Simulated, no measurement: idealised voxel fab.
Proc. module: voxel tone inversion
Each square cell in cross-section cut measures 5 nm, and the section as a whole is 185 nm wide.
In what follows, cross-sections appear as grids of square cells, described through bands that run from the top down, where every band is one or more rows of cells. This entry defines a band. It first specifies the height of the band's top and the height of its bottom in nm, and then specifies the band's materials from left to right, stating each material with its width in nm. The word "everywhere" identifies a single material that fills the band from edge to edge, while the word "air" identifies empty space. Heights are reckoned from 0. Under this level, the received wafer is all of one material. The bottommost band is open-ended downward, for example "0 and below". Width "30..40": first value at the band's top row of cells, second value at its bottom row, equal change from row to row. When a step is marked "nothing altered", none of the cells in the cross-section changed during that step. "Closed void roster" lists enclosed empty spaces (at least 8 cells, no open path upward to the top), each as width x height at distance from the left edge, in nm. Post-settings text on a step line: simulator's own remark regarding the step. overlay nm: mask right of planned place by this much (step with mask). Neg. = left.
Steps in the process plan:
1 RECEIVE | material Si
2 CONFORMAL_DEP | material SiCN | thk nm 10
3 DIRECTIONAL_DEP | material aC | thk nm 15
4 PATTERN | tone cover | mask id POSTS | material resist | width nm 20 | pitch nm 50 | thk nm 20 | overlay nm 0
5 DIRECTIONAL_ETCH | etch materials aC | depth nm 15
6 STRIP | etch materials resist
7 FILL_DEP | material lowk | thk nm 10
8 CMP | height nm 25
9 STRIP | etch materials aC
10 CONFORMAL_DEP | material TiN | thk nm 5
11 FILL_DEP | material W | thk nm 5
12 CMP | height nm 25
13 CONFORMAL_DEP | material SiCN | thk nm 5
Here's what the wafer looked like in cross-section when it arrived - that's after step 1:
	0 and below  Si everywhere
	Closed void roster: none
Looking at the first of two wafers in cross-section at end of module - ran to plan:
	30 down to 25  SiCN everywhere
	25 down to 15  lowk=55 | TiN=5 | W=10 | TiN=5 | lowk=30 | TiN=5 | W=10 | TiN=5 | lowk=60
	15 down to 10  lowk=55 | TiN=20 | lowk=30 | TiN=20 | lowk=60
	10 down to 0  SiCN everywhere
	0 and below  Si everywhere
	Closed void roster: none
Cross-sectional view: second of two wafers, end of module; start and plan identical to the first, one mistake in running:
	30 down to 25  SiCN everywhere
	25 down to 10  TiN everywhere
	10 down to 0  SiCN everywhere
	0 and below  Si everywhere
	Closed void roster: none
Processing error: step 3 changed vs plan, executed as DIRECTIONAL_DEP | material TiN | thk nm 15
In the final state, the cell counts of the second wafer exceed or fall short of those of the first for the following materials: +95 TiN; -8 W; -87 lowk
